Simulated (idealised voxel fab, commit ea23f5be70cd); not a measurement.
process module | voxel trench capacitor
cross-section cut | 260 nm wide | cells 5 nm
A cross-section is a grid of square cells, given in bands from the top down. A band is one or more rows of cells.
Each band's line starts with the height of the band's top and of its bottom, in nm. Then come its materials from left to right, each with its width in nm. One material with "throughout" fills the band from edge to edge. "air" is empty space.
Height 0 is the level under which the wafer as received is all one material. The lowest band goes on downwards, as in "0 down".
A width such as "30 to 40" changes by the same amount from each row of cells to the next, from the band's top row to its bottom row.
"no change" after a step means that no cell of the cross-section changed.
closed voids: empty space of 8 cells or more with no open way to the top, each as width x height at its distance from the left edge, in nm
after a step's settings: what the simulator itself notes on the step
overlay nm, on a step with a mask: how far to the right of its planned place the mask lay; to the left if negative
plan
1 op RECEIVE | material Si
2 op CONFORMAL_DEP | material SiN | thk nm 5
3 op MASKED_ETCH | tone open | mask id TRENCH | width nm 15 | pitch nm 40 | etch materials SiN | depth nm 5 | overlay nm 0
4 op MASKED_ETCH | tone open | mask id TRENCH | width nm 15 | pitch nm 40 | etch materials Si | depth nm 40 | overlay nm 0
5 op CONFORMAL_DEP | material Al2O3 | thk nm 5
6 op FILL_DEP | material polySi | thk nm 5
7 op CMP | height nm 5
varied across the wafers: width nm of step 3. The plan shows the first wafer's value. All wafers start alike
first wafer as received, after step 1
  0 down: Si throughout
  closed voids: none
first wafer at the end, after step 7
  5 to 0: SiN 100 | Al2O3 5 | polySi 5 | Al2O3 5 | SiN 25 | Al2O3 5 | polySi 5 | Al2O3 5 | SiN 105
  0 to -35: Si 100 | Al2O3 5 | polySi 5 | Al2O3 5 | Si 25 | Al2O3 5 | polySi 5 | Al2O3 5 | Si 105
  -35 to -40: Si 100 | Al2O3 15 | Si 25 | Al2O3 15 | Si 105
  -40 down: Si throughout
  closed voids: none
last wafer at the end
  5 to 0: SiN 95 | Al2O3 10 | polySi 5 | Al2O3 10 | SiN 15 | Al2O3 10 | polySi 5 | Al2O3 10 | SiN 100
  0 to -35: Si 100 | Al2O3 5 | polySi 5 | Al2O3 5 | Si 25 | Al2O3 5 | polySi 5 | Al2O3 5 | Si 105
  -35 to -40: Si 100 | Al2O3 15 | Si 25 | Al2O3 15 | Si 105
  -40 down: Si throughout
  closed voids: none
each wafer at the end: cells of each material gained (+) or lost (-) since it was received, then its closed voids
width nm 15 | +38 Al2O3 | -48 Si | +46 SiN | +16 polySi | closed voids: none
width nm 20 | +40 Al2O3 | -48 Si | +44 SiN | +16 polySi | closed voids: none
width nm 25 | +42 Al2O3 | -48 Si | +42 SiN | +16 polySi | closed voids: none
